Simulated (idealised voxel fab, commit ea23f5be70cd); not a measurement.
You're looking at the process module voxel ribs on slabs.
This is section cut - it's 290 nm across, gridded in 5 nm square cells.
A cross-section is written here as square cells arranged in a grid, and it is given in bands from the top down, each band taking up one or more rows of cells.
Heads up on the band format: heights come first, top then bottom, in nm. After that it's the materials left to right, each with its width in nm. A single material flagged "all across" fills the whole band edge to edge, and "air" means there's empty space there.
Counting heights begins at 0, where everything beneath is, in the wafer as received, one material. The lowest band has no bottom; it goes on downwards, as "0 -> down" shows.
The width entry "30 to 40" should be interpreted row by row: the top row of cells in the band takes the first number, the bottom row takes the second number, and the change between adjacent rows is uniform throughout.
It should be understood that the words "everything unchanged", when stated for a given step, signify that the cross-section underwent no change in any of its cells during that step.
Look at "Internal closed voids" for the closed voids: empty spaces with no open path to the top, sized 8 cells or up. Each is width x height at distance, distance from the left edge, all nm.
Past the settings on a step's line: simulator remark, on that step.
"overlay nm" denotes, for a step that has a mask, the displacement of the mask to the right of its planned place, with negative values corresponding to the left.

These are the steps we planned for the process
1) RECEIVE (material Si)
2) DIRECTIONAL_DEP (material SiO2; thk nm 30)
3) DIRECTIONAL_DEP (material SiN; thk nm 15)
4) DIRECTIONAL_DEP (material aC; thk nm 15)
5) PATTERN (tone cover; mask id RIB; material resist; width nm 15; thk nm 35; overlay nm 0)
6) DIRECTIONAL_ETCH (etch materials aC; depth nm 15)
7) STRIP (etch materials resist)
8) DIRECTIONAL_ETCH (etch materials SiN; depth nm 10)
9) STRIP (etch materials aC)
10) DIRECTIONAL_DEP (material aC; thk nm 10)
11) PATTERN (tone cover; mask id SLAB; material resist; width nm 65; thk nm 30; overlay nm 0)
12) DIRECTIONAL_ETCH (etch materials aC; depth nm 10)
13) STRIP (etch materials resist)
14) DIRECTIONAL_ETCH (etch materials SiN; depth nm 5)
15) STRIP (etch materials aC)
16) FILL_DEP (material SiO2; thk nm 25)
17) CMP (height nm 65)
18) DIRECTIONAL_DEP (material TiN; thk nm 10)
19) MASKED_ETCH (tone cover; mask id HEATER; width nm 25; etch materials TiN; depth nm 10; overlay nm -15)
20) CONFORMAL_DEP (material SiO2; thk nm 5)
Same starting wafers, different overlay nm at step 19. Plan value belongs to the first wafer.

As-received cross-section, first of several wafers, post step 1
* 0 -> down  Si all across
* Internal closed voids: none

Note: the following table is arranged by wafer, a row apiece. Each row reports the end-of-module state: per material, cells gained (+) or cells lost (-) compared with the wafer as received; closed voids follow
overlay nm -15, +19 SiN, +797 SiO2, +10 TiN, Internal closed voids: none
overlay nm -10, +19 SiN, +797 SiO2, +10 TiN, Internal closed voids: none
overlay nm -5, +19 SiN, +797 SiO2, +10 TiN, Internal closed voids: none
overlay nm 0, +19 SiN, +797 SiO2, +10 TiN, Internal closed voids: none
overlay nm 5, +19 SiN, +797 SiO2, +10 TiN, Internal closed voids: none
overlay nm 10, +19 SiN, +797 SiO2, +10 TiN, Internal closed voids: none
overlay nm 15, +19 SiN, +797 SiO2, +10 TiN, Internal closed voids: none
